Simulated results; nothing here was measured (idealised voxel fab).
The name of this process module is voxel self aligned contacts.
cross-section cut | 205 nm wide | cells 5 nm
Cross-sections here: square-cell grids, written as top-down lists of bands, a band being one or more rows of cells.
Band entry format. Leading values: height of top, height of bottom, nm. Remainder: materials in left-to-right order, each with its width in nm. Special words: "everywhere" on a single material, which then fills the band edge to edge; "empty", empty space.
Beneath 0, the wafer as received is one material, and that level is where height counting begins. The lowest band goes on downward without a bottom; it is written like "z 0 and below".
Quick explanation for "30 to 40": the width changes in equal steps down the rows of cells, from the first number in the band's top row to the second number in its bottom row.
Step note "everything unchanged" = no cross-section cell changed.
Closed-off voids of 8+ cells (no open route to the top) go in "Closed cavity list", written width x height at distance from the left edge, in nm.
Anything after a step's settings on that line? It's the simulator's own note about the step.
overlay nm: how far to the right of its planned place the mask lay on this masked step (negative: to the left).

## Below is the list of planned process steps
1,RECEIVE with material Si
2,CONFORMAL_DEP with material SiO2, thk nm 5
3,DIRECTIONAL_DEP with material polySi, thk nm 30
4,DIRECTIONAL_DEP with material SiN, thk nm 20
5,PATTERN with tone cover, mask id GATE, material resist, width nm 30, pitch nm 60, thk nm 20, overlay nm 0
6,DIRECTIONAL_ETCH with etch materials SiN, depth nm 10
7,DIRECTIONAL_ETCH with etch materials polySi, depth nm 30
8,STRIP with etch materials resist
9,CONFORMAL_DEP with material SiN, thk nm 5
10,DIRECTIONAL_ETCH with etch materials SiN, depth nm 5
11,FILL_DEP with material SiO2, thk nm 15
12,CMP with height nm 60
13,PATTERN with tone open, mask id CONTACT, material resist, width nm 40, thk nm 15, overlay nm 0
14,DIRECTIONAL_ETCH with etch materials SiO2, depth nm 60
15,STRIP with etch materials resist
16,CONFORMAL_DEP with material TiN, thk nm 5
17,FILL_DEP with material W, thk nm 10
18,CMP with height nm 60
19,CONFORMAL_DEP with material SiN, thk nm 5
For this document, wafers share an identical start and vary in the step 6 depth nm; the plan quotes the first wafer's value.

## Cross-section, first of several wafers, as delivered after step 1
    z 0 and below | Si everywhere
    Closed cavity list: none

## Cross-section of the first of several wafers once the module has run through its last step, step 19
    z 65 to 60 | SiN everywhere
    z 60 to 55 | SiO2 80 nm / TiN 15 nm / W 10 nm / TiN 15 nm / SiO2 85 nm
    z 55 to 50 | SiO2 50 nm / SiN 40 nm / TiN 5 nm / W 10 nm / TiN 5 nm / SiN 40 nm / SiO2 55 nm
    z 50 to 45 | SiO2 50 nm / SiN 40 nm / TiN 20 nm / SiN 40 nm / SiO2 55 nm
    z 45 to 35 | SiN everywhere
    z 35 to 5 | polySi everywhere
    z 5 to 0 | SiO2 everywhere
    z 0 and below | Si everywhere
    Closed cavity list: none

## Cross-section, last wafer, module completion
    z 65 to 60 | SiN everywhere
    z 60 to 55 | SiO2 80 nm / TiN 15 nm / W 10 nm / TiN 15 nm / SiO2 85 nm
    z 55 to 35 | SiO2 50 nm / SiN 40 nm / TiN 5 nm / W 10 nm / TiN 5 nm / SiN 40 nm / SiO2 55 nm
    z 35 to 5 | SiO2 50 nm / SiN 5 nm / polySi 30 nm / SiN 5 nm / TiN 5 nm / W 10 nm / TiN 5 nm / SiN 5 nm / polySi 30 nm / SiN 5 nm / SiO2 55 nm
    z 5 to 0 | SiO2 90 nm / TiN 20 nm / SiO2 95 nm
    z 0 and below | Si everywhere
    Closed cavity list: none

## End of module, by wafer: material-by-material cell gain (+) or loss (-) since receipt, then closed voids
depth nm 10, +155 SiN, +116 SiO2, +12 TiN, +4 W, +246 polySi, Closed cavity list: none
depth nm 15, +130 SiN, +137 SiO2, +14 TiN, +6 W, +246 polySi, Closed cavity list: none
depth nm 20, +129 SiN, +280 SiO2, +30 TiN, +22 W, +72 polySi, Closed cavity list: none
depth nm 25, +129 SiN, +280 SiO2, +30 TiN, +22 W, +72 polySi, Closed cavity list: none
depth nm 30, +129 SiN, +280 SiO2, +30 TiN, +22 W, +72 polySi, Closed cavity list: none
depth nm 35, +129 SiN, +280 SiO2, +30 TiN, +22 W, +72 polySi, Closed cavity list: none
